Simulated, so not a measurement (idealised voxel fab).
process module | voxel spacer lines
cross-section cut | 280 nm wide | cells 5 nm
A cross-section is a grid of square cells, given in bands from the top down. A band is one or more rows of cells.
Each band's line starts with the height of the band's top and of its bottom, in nm. Then come its materials from left to right, each with its width in nm. One material with "throughout" fills the band from edge to edge. "air" is empty space.
Height 0 is the level under which the wafer as received is all one material. The lowest band goes on downwards, as in "0 down".
A width such as "30 to 40" changes by the same amount from each row of cells to the next, from the band's top row to its bottom row.
"no change" after a step means that no cell of the cross-section changed.
closed voids: empty space of 8 cells or more with no open way to the top, each as width x height at its distance from the left edge, in nm
after a step's settings: what the simulator itself notes on the step
overlay nm, on a step with a mask: how far to the right of its planned place the mask lay; to the left if negative
plan
1 op RECEIVE | material Si
2 op CONFORMAL_DEP | material Al2O3 | thk nm 5
3 op DIRECTIONAL_DEP | material polySi | thk nm 10
4 op DIRECTIONAL_DEP | material aC | thk nm 20
5 op PATTERN | tone cover | mask id MANDREL | material resist | width nm 15 | pitch nm 60 | thk nm 30 | overlay nm 0
6 op DIRECTIONAL_ETCH | etch materials aC | depth nm 20
7 op STRIP | etch materials resist
8 op CONFORMAL_DEP | material SiO2 | thk nm 15
9 op DIRECTIONAL_ETCH | etch materials SiO2 | depth nm 15
10 op STRIP | etch materials aC
11 op DIRECTIONAL_ETCH | etch materials polySi | depth nm 10
12 op STRIP | etch materials SiO2
as received, after step 1
  0 down: Si throughout
  closed voids: none
a wafer at the end: this start, this plan, one mistake
  15 to 5: air 50 | polySi 15 | air 25 | polySi 15 | air 5 | polySi 15 | air 25 | polySi 15 | air 5 | polySi 15 | air 25 | polySi 15 | air 55
  5 to 0: Al2O3 throughout
  0 down: Si throughout
  closed voids: none
what went wrong: step 5 ran as: op PATTERN | tone cover | mask id MANDREL | material resist | width nm 25 | pitch nm 60 | thk nm 30 | overlay nm 0
